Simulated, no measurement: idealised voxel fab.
The document below concerns the process module designated voxel gate over fins.
Xsec cut, 190 nm wide, square cell size 5 nm.
In this document a cross-section is written as a grid of square cells. It is given as a series of bands, listed from the top down, and a band is one or more rows of cells.
A band entry consists of two parts. The first gives the height of the band's top and the height of its bottom, in nm. The rest lists the band's materials from left to right, each with its width in nm. A single material labelled with the word "everywhere" fills the band from edge to edge, and the word "blank" marks empty space.
Heads up on the height convention: 0 is the point under which the incoming wafer is all one material, and the lowest band has no bottom, it just keeps going down, like "0..down".
Quick explanation for "30->40": the width changes in equal steps down the rows of cells, from the first number in the band's top row to the second number in its bottom row.
Step marked "no alterations made"? Then no cell in the cross-section changed in it.
"Voids, sealed" enumerates empty spaces isolated from the top, with no open way to it, that contain at least 8 cells, giving each as width x height at distance from the left edge, all three in nm.
That trailing text on a step's line, after the settings, is the simulator's own remark on the step.
Regarding "overlay nm": on a step with a mask, it is the distance the mask lay to the right of its planned place; a negative value places it to the left.
PROCESS STEPS - PLAN
1. op RECEIVE | material Si
2. op CONFORMAL_DEP | material SiN | thk nm 10
3. op MASKED_ETCH | tone cover | mask id FINS | width nm 15 | pitch nm 50 | etch materials SiN | depth nm 10 | overlay nm 0
4. op MASKED_ETCH | tone cover | mask id FINS | width nm 15 | pitch nm 50 | etch materials Si | depth nm 35 | overlay nm 0
5. op OXIDIZE | depth nm 5
6. op FILL_DEP | material SiO2 | thk nm 15
7. op CMP | height nm 10
8. op PATTERN | tone open | mask id RAIL | material resist | width nm 15 | thk nm 15 | overlay nm 0
9. op DIRECTIONAL_ETCH | etch materials SiO2 | depth nm 40
10. op STRIP | etch materials resist
11. op CONFORMAL_DEP | material TiN | thk nm 5
12. op FILL_DEP | material Ru | thk nm 10
13. op CMP | height nm 10
14. op SELECTIVE_ETCH | etch materials W Ru TiN | depth nm 30
15. op FILL_DEP | material SiO2 | thk nm 5
16. op CMP | height nm 10
17. op SELECTIVE_ETCH | etch materials SiO2 | depth nm 25
18. op STRIP | etch materials SiN
19. op CONFORMAL_DEP | material HfO2 | thk nm 5
20. op CONFORMAL_DEP | material TiN | thk nm 5
21. op CONFORMAL_DEP | material TiAl | thk nm 5
22. op CONFORMAL_DEP | material TiN | thk nm 5
23. op FILL_DEP | material W | thk nm 10
24. op CMP | height nm 25
25. op CONFORMAL_DEP | material SiN | thk nm 5
RUN AS PLANNED: FIRST OF TWO WAFERS
INCOMING WAFER, CROSS-SECTIONAL VIEW, POST STEP 1
- 0..down | Si everywhere
- Voids, sealed: none
THE WAFER IN CROSS-SECTION ONCE STEP 2 IS COMPLETE
- 10..0 | SiN everywhere
- For the remainder of the cross-section, below 0, there is no change.
THE WAFER IN CROSS-SECTION ONCE STEP 3 IS COMPLETE
- 10..0 | 60 of blank, then 15 of SiN, then 35 of blank, then 15 of SiN, then 65 of blank
- For the remainder of the cross-section, below 0, there is no change.
THE WAFER IN CROSS-SECTION ONCE STEP 4 IS COMPLETE
- 10..0 | 60 of blank, then 15 of SiN, then 35 of blank, then 15 of SiN, then 65 of blank
- 0..-35 | 60 of blank, then 15 of Si, then 35 of blank, then 15 of Si, then 65 of blank
- For the remainder of the cross-section, below -35, there is no change.
THE WAFER IN CROSS-SECTION ONCE STEP 5 IS COMPLETE
- 10..0 | 60 of blank, then 15 of SiN, then 35 of blank, then 15 of SiN, then 65 of blank
- 0..-35 | 60 of blank, then 5 of SiO2, then 5 of Si, then 5 of SiO2, then 35 of blank, then 5 of SiO2, then 5 of Si, then 5 of SiO2, then 65 of blank
- -35..-40 | 65 of SiO2, then 5 of Si, then 45 of SiO2, then 5 of Si, then 70 of SiO2
- For the remainder of the cross-section, below -40, there is no change.
THE WAFER IN CROSS-SECTION ONCE STEP 6 IS COMPLETE
- 25..10 | SiO2 everywhere
- 10..0 | 60 of SiO2, then 15 of SiN, then 35 of SiO2, then 15 of SiN, then 65 of SiO2
- 0..-40 | 65 of SiO2, then 5 of Si, then 45 of SiO2, then 5 of Si, then 70 of SiO2
- For the remainder of the cross-section, below -40, there is no change.
THE WAFER IN CROSS-SECTION ONCE STEP 7 IS COMPLETE
- 10..0 | 60 of SiO2, then 15 of SiN, then 35 of SiO2, then 15 of SiN, then 65 of SiO2
- For the remainder of the cross-section, below 0, there is no change.
THE WAFER IN CROSS-SECTION ONCE STEP 8 IS COMPLETE
- 25..10 | 85 of resist, then 15 of blank, then 90 of resist
- For the remainder of the cross-section, below 10, there is no change.
THE WAFER IN CROSS-SECTION ONCE STEP 9 IS COMPLETE
- 25..10 | 85 of resist, then 15 of blank, then 90 of resist
- 10..0 | 60 of SiO2, then 15 of SiN, then 10 of SiO2, then 15 of blank, then 10 of SiO2, then 15 of SiN, then 65 of SiO2
- 0..-30 | 65 of SiO2, then 5 of Si, then 15 of SiO2, then 15 of blank, then 15 of SiO2, then 5 of Si, then 70 of SiO2
- For the remainder of the cross-section, below -30, there is no change.
THE WAFER IN CROSS-SECTION ONCE STEP 10 IS COMPLETE
- 10..0 | 60 of SiO2, then 15 of SiN, then 10 of SiO2, then 15 of blank, then 10 of SiO2, then 15 of SiN, then 65 of SiO2
- For the remainder of the cross-section, below 0, there is no change.
THE WAFER IN CROSS-SECTION ONCE STEP 11 IS COMPLETE
- 15..10 | 90 of TiN, then 5 of blank, then 95 of TiN
- 10..0 | 60 of SiO2, then 15 of SiN, then 10 of SiO2, then 5 of TiN, then 5 of blank, then 5 of TiN, then 10 of SiO2, then 15 of SiN, then 65 of SiO2
- 0..-25 | 65 of SiO2, then 5 of Si, then 15 of SiO2, then 5 of TiN, then 5 of blank, then 5 of TiN, then 15 of SiO2, then 5 of Si, then 70 of SiO2
- -25..-30 | 65 of SiO2, then 5 of Si, then 15 of SiO2, then 15 of TiN, then 15 of SiO2, then 5 of Si, then 70 of SiO2
- For the remainder of the cross-section, below -30, there is no change.
THE WAFER IN CROSS-SECTION ONCE STEP 12 IS COMPLETE
- 25..15 | Ru everywhere
- 15..10 | 90 of TiN, then 5 of Ru, then 95 of TiN
- 10..0 | 60 of SiO2, then 15 of SiN, then 10 of SiO2, then 5 of TiN, then 5 of Ru, then 5 of TiN, then 10 of SiO2, then 15 of SiN, then 65 of SiO2
- 0..-25 | 65 of SiO2, then 5 of Si, then 15 of SiO2, then 5 of TiN, then 5 of Ru, then 5 of TiN, then 15 of SiO2, then 5 of Si, then 70 of SiO2
- For the remainder of the cross-section, below -25, there is no change.
THE WAFER IN CROSS-SECTION ONCE STEP 13 IS COMPLETE
- 10..0 | 60 of SiO2, then 15 of SiN, then 10 of SiO2, then 5 of TiN, then 5 of Ru, then 5 of TiN, then 10 of SiO2, then 15 of SiN, then 65 of SiO2
- For the remainder of the cross-section, below 0, there is no change.
THE WAFER IN CROSS-SECTION ONCE STEP 14 IS COMPLETE
- 10..0 | 60 of SiO2, then 15 of SiN, then 10 of SiO2, then 15 of blank, then 10 of SiO2, then 15 of SiN, then 65 of SiO2
- 0..-20 | 65 of SiO2, then 5 of Si, then 15 of SiO2, then 15 of blank, then 15 of SiO2, then 5 of Si, then 70 of SiO2
- For the remainder of the cross-section, below -20, there is no change.
THE WAFER IN CROSS-SECTION ONCE STEP 15 IS COMPLETE
- 15..10 | SiO2 everywhere
- 10..0 | 60 of SiO2, then 15 of SiN, then 35 of SiO2, then 15 of SiN, then 65 of SiO2
- 0..-20 | 65 of SiO2, then 5 of Si, then 45 of SiO2, then 5 of Si, then 70 of SiO2
- For the remainder of the cross-section, below -20, there is no change.
THE WAFER IN CROSS-SECTION ONCE STEP 16 IS COMPLETE
- 10..0 | 60 of SiO2, then 15 of SiN, then 35 of SiO2, then 15 of SiN, then 65 of SiO2
- For the remainder of the cross-section, below 0, there is no change.
THE WAFER IN CROSS-SECTION ONCE STEP 17 IS COMPLETE
- 10..0 | 60 of blank, then 15 of SiN, then 35 of blank, then 15 of SiN, then 65 of blank
- 0..-15 | 65 of blank, then 5 of Si, then 45 of blank, then 5 of Si, then 70 of blank
- For the remainder of the cross-section, below -15, there is no change.
THE WAFER IN CROSS-SECTION ONCE STEP 18 IS COMPLETE
- 0..-15 | 65 of blank, then 5 of Si, then 45 of blank, then 5 of Si, then 70 of blank
- For the remainder of the cross-section, below -15, there is no change.
THE WAFER IN CROSS-SECTION ONCE STEP 19 IS COMPLETE
- 5..0 | 60 of blank, then 15 of HfO2, then 35 of blank, then 15 of HfO2, then 65 of blank
- 0..-10 | 60 of blank, then 5 of HfO2, then 5 of Si, then 5 of HfO2, then 35 of blank, then 5 of HfO2, then 5 of Si, then 5 of HfO2, then 65 of blank
- -10..-15 | 65 of HfO2, then 5 of Si, then 45 of HfO2, then 5 of Si, then 70 of HfO2
- For the remainder of the cross-section, below -15, there is no change.
THE WAFER IN CROSS-SECTION ONCE STEP 20 IS COMPLETE
- 10..5 | 55 of blank, then 25 of TiN, then 25 of blank, then 25 of TiN, then 60 of blank
- 5..0 | 55 of blank, then 5 of TiN, then 15 of HfO2, then 5 of TiN, then 25 of blank, then 5 of TiN, then 15 of HfO2, then 5 of TiN, then 60 of blank
- 0..-5 | 55 of blank, then 5 of TiN, then 5 of HfO2, then 5 of Si, then 5 of HfO2, then 5 of TiN, then 25 of blank, then 5 of TiN, then 5 of HfO2, then 5 of Si, then 5 of HfO2, then 5 of TiN, then 60 of blank
- -5..-10 | 60 of TiN, then 5 of HfO2, then 5 of Si, then 5 of HfO2, then 35 of TiN, then 5 of HfO2, then 5 of Si, then 5 of HfO2, then 65 of TiN
- For the remainder of the cross-section, below -10, there is no change.
THE WAFER IN CROSS-SECTION ONCE STEP 21 IS COMPLETE
- 15..10 | 50 of blank, then 35 of TiAl, then 15 of blank, then 35 of TiAl, then 55 of blank
- 10..5 | 50 of blank, then 5 of TiAl, then 25 of TiN, then 5 of TiAl, then 15 of blank, then 5 of TiAl, then 25 of TiN, then 5 of TiAl, then 55 of blank
- 5..0 | 50 of blank, then 5 of TiAl, then 5 of TiN, then 15 of HfO2, then 5 of TiN, then 5 of TiAl, then 15 of blank, then 5 of TiAl, then 5 of TiN, then 15 of HfO2, then 5 of TiN, then 5 of TiAl, then 55 of blank
- 0..-5 | 55 of TiAl, then 5 of TiN, then 5 of HfO2, then 5 of Si, then 5 of HfO2, then 5 of TiN, then 25 of TiAl, then 5 of TiN, then 5 of HfO2, then 5 of Si, then 5 of HfO2, then 5 of TiN, then 60 of TiAl
- For the remainder of the cross-section, below -5, there is no change.
THE WAFER IN CROSS-SECTION ONCE STEP 22 IS COMPLETE
- 20..15 | 45 of blank, then 45 of TiN, then 5 of blank, then 45 of TiN, then 50 of blank
- 15..10 | 45 of blank, then 5 of TiN, then 35 of TiAl, then 5 of TiN, then 5 of blank, then 5 of TiN, then 35 of TiAl, then 5 of TiN, then 50 of blank
- 10..5 | 45 of blank, then 5 of TiN, then 5 of TiAl, then 25 of TiN, then 5 of TiAl, then 5 of TiN, then 5 of blank, then 5 of TiN, then 5 of TiAl, then 25 of TiN, then 5 of TiAl, then 5 of TiN, then 50 of blank
- 5..0 | 50 of TiN, then 5 of TiAl, then 5 of TiN, then 15 of HfO2, then 5 of TiN, then 5 of TiAl, then 15 of TiN, then 5 of TiAl, then 5 of TiN, then 15 of HfO2, then 5 of TiN, then 5 of TiAl, then 55 of TiN
- For the remainder of the cross-section, below 0, there is no change.
THE WAFER IN CROSS-SECTION ONCE STEP 23 IS COMPLETE
- 30..20 | W everywhere
- 20..15 | 45 of W, then 45 of TiN, then 5 of W, then 45 of TiN, then 50 of W
- 15..10 | 45 of W, then 5 of TiN, then 35 of TiAl, then 5 of TiN, then 5 of W, then 5 of TiN, then 35 of TiAl, then 5 of TiN, then 50 of W
- 10..5 | 45 of W, then 5 of TiN, then 5 of TiAl, then 25 of TiN, then 5 of TiAl, then 5 of TiN, then 5 of W, then 5 of TiN, then 5 of TiAl, then 25 of TiN, then 5 of TiAl, then 5 of TiN, then 50 of W
- For the remainder of the cross-section, below 5, there is no change.
THE WAFER IN CROSS-SECTION ONCE STEP 24 IS COMPLETE
- 25..20 | W everywhere
- For the remainder of the cross-section, below 20, there is no change.
THE WAFER IN CROSS-SECTION ONCE STEP 25 IS COMPLETE
- 30..25 | SiN everywhere
- For the remainder of the cross-section, below 25, there is no change.
NOW THE OTHER WAFER: SAME START, SAME RECIPE, BUT WE MESSED UP ONE THING WHEN RUNNING IT. UP TO AND INCLUDING STEP 18 IT'S THE SAME AS THE FIRST ONE
CROSS-SECTION, SECOND WAFER, AT THE END TIME THE PLAN GIVES FOR STEP 19
- 5..0 | 60 of blank, then 15 of TiN, then 35 of blank, then 15 of TiN, then 65 of blank
- 0..-10 | 60 of blank, then 5 of TiN, then 5 of Si, then 5 of TiN, then 35 of blank, then 5 of TiN, then 5 of Si, then 5 of TiN, then 65 of blank
- -10..-15 | 65 of TiN, then 5 of Si, then 45 of TiN, then 5 of Si, then 70 of TiN
- For the remainder of the cross-section, below -15, there is no change.
CROSS-SECTION, SECOND WAFER, AT THE END TIME THE PLAN GIVES FOR STEP 20
- 10..5 | 55 of blank, then 25 of HfO2, then 25 of blank, then 25 of HfO2, then 60 of blank
- 5..0 | 55 of blank, then 5 of HfO2, then 15 of TiN, then 5 of HfO2, then 25 of blank, then 5 of HfO2, then 15 of TiN, then 5 of HfO2, then 60 of blank
- 0..-5 | 55 of blank, then 5 of HfO2, then 5 of TiN, then 5 of Si, then 5 of TiN, then 5 of HfO2, then 25 of blank, then 5 of HfO2, then 5 of TiN, then 5 of Si, then 5 of TiN, then 5 of HfO2, then 60 of blank
- -5..-10 | 60 of HfO2, then 5 of TiN, then 5 of Si, then 5 of TiN, then 35 of HfO2, then 5 of TiN, then 5 of Si, then 5 of TiN, then 65 of HfO2
- For the remainder of the cross-section, below -10, there is no change.
CROSS-SECTION, SECOND WAFER, AT THE END TIME THE PLAN GIVES FOR STEP 21
- 15..10 | 50 of blank, then 35 of TiAl, then 15 of blank, then 35 of TiAl, then 55 of blank
- 10..5 | 50 of blank, then 5 of TiAl, then 25 of HfO2, then 5 of TiAl, then 15 of blank, then 5 of TiAl, then 25 of HfO2, then 5 of TiAl, then 55 of blank
- 5..0 | 50 of blank, then 5 of TiAl, then 5 of HfO2, then 15 of TiN, then 5 of HfO2, then 5 of TiAl, then 15 of blank, then 5 of TiAl, then 5 of HfO2, then 15 of TiN, then 5 of HfO2, then 5 of TiAl, then 55 of blank
- 0..-5 | 55 of TiAl, then 5 of HfO2, then 5 of TiN, then 5 of Si, then 5 of TiN, then 5 of HfO2, then 25 of TiAl, then 5 of HfO2, then 5 of TiN, then 5 of Si, then 5 of TiN, then 5 of HfO2, then 60 of TiAl
- For the remainder of the cross-section, below -5, there is no change.
CROSS-SECTION, SECOND WAFER, AT THE END TIME THE PLAN GIVES FOR STEP 22
- 20..15 | 45 of blank, then 45 of TiN, then 5 of blank, then 45 of TiN, then 50 of blank
- 15..10 | 45 of blank, then 5 of TiN, then 35 of TiAl, then 5 of TiN, then 5 of blank, then 5 of TiN, then 35 of TiAl, then 5 of TiN, then 50 of blank
- 10..5 | 45 of blank, then 5 of TiN, then 5 of TiAl, then 25 of HfO2, then 5 of TiAl, then 5 of TiN, then 5 of blank, then 5 of TiN, then 5 of TiAl, then 25 of HfO2, then 5 of TiAl, then 5 of TiN, then 50 of blank
- 5..0 | 50 of TiN, then 5 of TiAl, then 5 of HfO2, then 15 of TiN, then 5 of HfO2, then 5 of TiAl, then 15 of TiN, then 5 of TiAl, then 5 of HfO2, then 15 of TiN, then 5 of HfO2, then 5 of TiAl, then 55 of TiN
- For the remainder of the cross-section, below 0, there is no change.
CROSS-SECTION, SECOND WAFER, AT THE END TIME THE PLAN GIVES FOR STEP 23
- 30..20 | W everywhere
- 20..15 | 45 of W, then 45 of TiN, then 5 of W, then 45 of TiN, then 50 of W
- 15..10 | 45 of W, then 5 of TiN, then 35 of TiAl, then 5 of TiN, then 5 of W, then 5 of TiN, then 35 of TiAl, then 5 of TiN, then 50 of W
- 10..5 | 45 of W, then 5 of TiN, then 5 of TiAl, then 25 of HfO2, then 5 of TiAl, then 5 of TiN, then 5 of W, then 5 of TiN, then 5 of TiAl, then 25 of HfO2, then 5 of TiAl, then 5 of TiN, then 50 of W
- For the remainder of the cross-section, below 5, there is no change.
CROSS-SECTION, SECOND WAFER, AT THE END TIME THE PLAN GIVES FOR STEP 24
- 25..20 | W everywhere
- For the remainder of the cross-section, below 20, there is no change.
CROSS-SECTION, SECOND WAFER, AT THE END TIME THE PLAN GIVES FOR STEP 25
- 30..25 | SiN everywhere
- For the remainder of the cross-section, below 25, there is no change.
Against the plan, the run slipped here: the processing plan was not followed for steps 19 and 20, which were run with their positions exchanged
At the end, the second wafer has the same number of cells of each material as the first, but those cells sit in other places.
